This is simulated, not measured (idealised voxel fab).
Name of the process module below: voxel air gaps
In the cross-section labelled cut, the width is 190 nm and each square cell is 5 nm.
Square cells in a grid make up a cross-section in this document, and the grid is given as bands, listed from the top down, each one or more rows of cells. Top, bottom (nm), then materials left to right with widths (nm); lone material tagged "edge to edge" fills the whole band edge to edge; "air" = empty space. Below 0: as-received wafer, all one material; heights counted from there. Lowest band: no bottom, goes on down, written "0 and below". Width: "30 to 40" (first number = top row, second number = bottom row, same change from row to row of cells). Step note "all unchanged" = no cross-section cell changed. Enclosed voids (no open way to top), threshold 8 cells or more, entry "Non-vented voids", notation width x height at distance, distance from left edge, nm. On each step's line, the part that comes after the settings is the simulator's own comment on the step. "overlay nm" answers the question of how far to the right of plan the mask lay on a step that has a mask, and when it is negative the answer is to the left.

Planned process steps
1. RECEIVE: material Si
2. CONFORMAL_DEP: material SiO2, thk nm 15
3. CONFORMAL_DEP: material SiCN, thk nm 5
4. DIRECTIONAL_DEP: material SiO2, thk nm 30
5. PATTERN: tone open, mask id LINES, material resist, width nm 15, pitch nm 45, thk nm 20, overlay nm 0
6. DIRECTIONAL_ETCH: etch materials SiO2, depth nm 30
7. STRIP: etch materials resist
8. CONFORMAL_DEP: material TiN, thk nm 5
9. FILL_DEP: material W, thk nm 5
10. CMP: height nm 50
11. EPI: material Ru, thk nm 10
12. SELECTIVE_ETCH: etch materials SiO2, depth nm 40
13. CONFORMAL_DEP: material SiCN, thk nm 5

The first wafer of two, processed as planned

Cross-section of the wafer at receipt, which is the condition after step 1
	0 and below: Si edge to edge
	Non-vented voids: none

Step 2 done - wafer cross-section
	15 down to 0: SiO2 edge to edge
	Under 0: no change, same as before.

Step 3 done - wafer cross-section
	20 down to 15: SiCN edge to edge
	Under 15: no change, same as before.

Step 4 done - wafer cross-section
	50 down to 20: SiO2 edge to edge
	Under 20: no change, same as before.

Step 5 done - wafer cross-section
	70 down to 50: 40 nm resist, 15 nm air, 30 nm resist, 15 nm air, 30 nm resist, 15 nm air, 45 nm resist
	Under 50: no change, same as before.

Step 6 done - wafer cross-section
	70 down to 50: 40 nm resist, 15 nm air, 30 nm resist, 15 nm air, 30 nm resist, 15 nm air, 45 nm resist
	50 down to 20: 40 nm SiO2, 15 nm air, 30 nm SiO2, 15 nm air, 30 nm SiO2, 15 nm air, 45 nm SiO2
	Under 20: no change, same as before.

Step 7 done - wafer cross-section
	50 down to 20: 40 nm SiO2, 15 nm air, 30 nm SiO2, 15 nm air, 30 nm SiO2, 15 nm air, 45 nm SiO2
	Under 20: no change, same as before.

Step 8 done - wafer cross-section
	55 down to 50: 45 nm TiN, 5 nm air, 40 nm TiN, 5 nm air, 40 nm TiN, 5 nm air, 50 nm TiN
	50 down to 25: 40 nm SiO2, 5 nm TiN, 5 nm air, 5 nm TiN, 30 nm SiO2, 5 nm TiN, 5 nm air, 5 nm TiN, 30 nm SiO2, 5 nm TiN, 5 nm air, 5 nm TiN, 45 nm SiO2
	25 down to 20: 40 nm SiO2, 15 nm TiN, 30 nm SiO2, 15 nm TiN, 30 nm SiO2, 15 nm TiN, 45 nm SiO2
	Under 20: no change, same as before.

Step 9 done - wafer cross-section
	60 down to 55: W edge to edge
	55 down to 50: 45 nm TiN, 5 nm W, 40 nm TiN, 5 nm W, 40 nm TiN, 5 nm W, 50 nm TiN
	50 down to 25: 40 nm SiO2, 5 nm TiN, 5 nm W, 5 nm TiN, 30 nm SiO2, 5 nm TiN, 5 nm W, 5 nm TiN, 30 nm SiO2, 5 nm TiN, 5 nm W, 5 nm TiN, 45 nm SiO2
	Under 25: no change, same as before.

Step 10 done - wafer cross-section
	50 down to 25: 40 nm SiO2, 5 nm TiN, 5 nm W, 5 nm TiN, 30 nm SiO2, 5 nm TiN, 5 nm W, 5 nm TiN, 30 nm SiO2, 5 nm TiN, 5 nm W, 5 nm TiN, 45 nm SiO2
	Under 25: no change, same as before.

Step 11 done - wafer cross-section
	60 down to 50: 30 nm air, 35 nm Ru, 10 nm air, 35 nm Ru, 10 nm air, 35 nm Ru, 35 nm air
	Under 50: no change, same as before.

Step 12 done - wafer cross-section
	60 down to 50: 30 nm air, 35 nm Ru, 10 nm air, 35 nm Ru, 10 nm air, 35 nm Ru, 35 nm air
	50 down to 25: 40 nm air, 5 nm TiN, 5 nm W, 5 nm TiN, 30 nm air, 5 nm TiN, 5 nm W, 5 nm TiN, 30 nm air, 5 nm TiN, 5 nm W, 5 nm TiN, 45 nm air
	25 down to 20: 40 nm air, 15 nm TiN, 30 nm air, 15 nm TiN, 30 nm air, 15 nm TiN, 45 nm air
	Under 20: no change, same as before.

Step 13 done - wafer cross-section
	65 down to 60: 25 nm air, 135 nm SiCN, 30 nm air
	60 down to 50: 25 nm air, 5 nm SiCN, 35 nm Ru, 10 nm SiCN, 35 nm Ru, 10 nm SiCN, 35 nm Ru, 5 nm SiCN, 30 nm air
	50 down to 45: 25 nm air, 15 nm SiCN, 5 nm TiN, 5 nm W, 5 nm TiN, 30 nm SiCN, 5 nm TiN, 5 nm W, 5 nm TiN, 30 nm SiCN, 5 nm TiN, 5 nm W, 5 nm TiN, 15 nm SiCN, 30 nm air
	45 down to 25: 35 nm air, 5 nm SiCN, 5 nm TiN, 5 nm W, 5 nm TiN, 5 nm SiCN, 20 nm air, 5 nm SiCN, 5 nm TiN, 5 nm W, 5 nm TiN, 5 nm SiCN, 20 nm air, 5 nm SiCN, 5 nm TiN, 5 nm W, 5 nm TiN, 5 nm SiCN, 40 nm air
	25 down to 20: 40 nm SiCN, 15 nm TiN, 30 nm SiCN, 15 nm TiN, 30 nm SiCN, 15 nm TiN, 45 nm SiCN
	Under 20: no change, same as before.
	Non-vented voids: 20 x 20 at 60; 20 x 20 at 105

The second wafer was prepared from the same starting point and under the same plan as the first; its processing contained one mistake, and it remains indistinguishable from the first wafer up to and including step 1

Cross-section of the second wafer at the time by which step 2 should have been completed according to the plan
	30 down to 0: SiO2 edge to edge
	Under 0: no change, same as before.

Cross-section of the second wafer at the time by which step 3 should have been completed according to the plan
	35 down to 30: SiCN edge to edge
	Under 30: no change, same as before.

Cross-section of the second wafer at the time by which step 4 should have been completed according to the plan
	65 down to 35: SiO2 edge to edge
	Under 35: no change, same as before.

Cross-section of the second wafer at the time by which step 5 should have been completed according to the plan
	85 down to 65: 40 nm resist, 15 nm air, 30 nm resist, 15 nm air, 30 nm resist, 15 nm air, 45 nm resist
	Under 65: no change, same as before.

Cross-section of the second wafer at the time by which step 6 should have been completed according to the plan
	85 down to 65: 40 nm resist, 15 nm air, 30 nm resist, 15 nm air, 30 nm resist, 15 nm air, 45 nm resist
	65 down to 35: 40 nm SiO2, 15 nm air, 30 nm SiO2, 15 nm air, 30 nm SiO2, 15 nm air, 45 nm SiO2
	Under 35: no change, same as before.

Cross-section of the second wafer at the time by which step 7 should have been completed according to the plan
	65 down to 35: 40 nm SiO2, 15 nm air, 30 nm SiO2, 15 nm air, 30 nm SiO2, 15 nm air, 45 nm SiO2
	Under 35: no change, same as before.

Cross-section of the second wafer at the time by which step 8 should have been completed according to the plan
	70 down to 65: 45 nm TiN, 5 nm air, 40 nm TiN, 5 nm air, 40 nm TiN, 5 nm air, 50 nm TiN
	65 down to 40: 40 nm SiO2, 5 nm TiN, 5 nm air, 5 nm TiN, 30 nm SiO2, 5 nm TiN, 5 nm air, 5 nm TiN, 30 nm SiO2, 5 nm TiN, 5 nm air, 5 nm TiN, 45 nm SiO2
	40 down to 35: 40 nm SiO2, 15 nm TiN, 30 nm SiO2, 15 nm TiN, 30 nm SiO2, 15 nm TiN, 45 nm SiO2
	Under 35: no change, same as before.

Cross-section of the second wafer at the time by which step 9 should have been completed according to the plan
	75 down to 70: W edge to edge
	70 down to 65: 45 nm TiN, 5 nm W, 40 nm TiN, 5 nm W, 40 nm TiN, 5 nm W, 50 nm TiN
	65 down to 40: 40 nm SiO2, 5 nm TiN, 5 nm W, 5 nm TiN, 30 nm SiO2, 5 nm TiN, 5 nm W, 5 nm TiN, 30 nm SiO2, 5 nm TiN, 5 nm W, 5 nm TiN, 45 nm SiO2
	Under 40: no change, same as before.

Cross-section of the second wafer at the time by which step 10 should have been completed according to the plan
	50 down to 40: 40 nm SiO2, 5 nm TiN, 5 nm W, 5 nm TiN, 30 nm SiO2, 5 nm TiN, 5 nm W, 5 nm TiN, 30 nm SiO2, 5 nm TiN, 5 nm W, 5 nm TiN, 45 nm SiO2
	Under 40: no change, same as before.

Cross-section of the second wafer at the time by which step 11 should have been completed according to the plan
	60 down to 50: 30 nm air, 35 nm Ru, 10 nm air, 35 nm Ru, 10 nm air, 35 nm Ru, 35 nm air
	Under 50: no change, same as before.

Cross-section of the second wafer at the time by which step 12 should have been completed according to the plan
	60 down to 50: 30 nm air, 35 nm Ru, 10 nm air, 35 nm Ru, 10 nm air, 35 nm Ru, 35 nm air
	50 down to 40: 40 nm air, 5 nm TiN, 5 nm W, 5 nm TiN, 30 nm air, 5 nm TiN, 5 nm W, 5 nm TiN, 30 nm air, 5 nm TiN, 5 nm W, 5 nm TiN, 45 nm air
	40 down to 35: 40 nm air, 15 nm TiN, 30 nm air, 15 nm TiN, 30 nm air, 15 nm TiN, 45 nm air
	Under 35: no change, same as before.

Cross-section of the second wafer at the time by which step 13 should have been completed according to the plan
	65 down to 60: 25 nm air, 135 nm SiCN, 30 nm air
	60 down to 50: 25 nm air, 5 nm SiCN, 35 nm Ru, 10 nm SiCN, 35 nm Ru, 10 nm SiCN, 35 nm Ru, 5 nm SiCN, 30 nm air
	50 down to 45: 25 nm air, 15 nm SiCN, 5 nm TiN, 5 nm W, 5 nm TiN, 30 nm SiCN, 5 nm TiN, 5 nm W, 5 nm TiN, 30 nm SiCN, 5 nm TiN, 5 nm W, 5 nm TiN, 15 nm SiCN, 30 nm air
	45 down to 40: 35 nm air, 5 nm SiCN, 5 nm TiN, 5 nm W, 5 nm TiN, 5 nm SiCN, 20 nm air, 5 nm SiCN, 5 nm TiN, 5 nm W, 5 nm TiN, 5 nm SiCN, 20 nm air, 5 nm SiCN, 5 nm TiN, 5 nm W, 5 nm TiN, 5 nm SiCN, 40 nm air
	40 down to 35: 40 nm SiCN, 15 nm TiN, 30 nm SiCN, 15 nm TiN, 30 nm SiCN, 15 nm TiN, 45 nm SiCN
	Under 35: no change, same as before.
Error vs. plan: step 2 of the plan was performed twice
Wafer comparison, final, in cells, second relative to first, materials more or fewer: SiCN -18; SiO2 +114; TiN -18; W -9
Final closed voids: first wafer 2, second wafer 0.
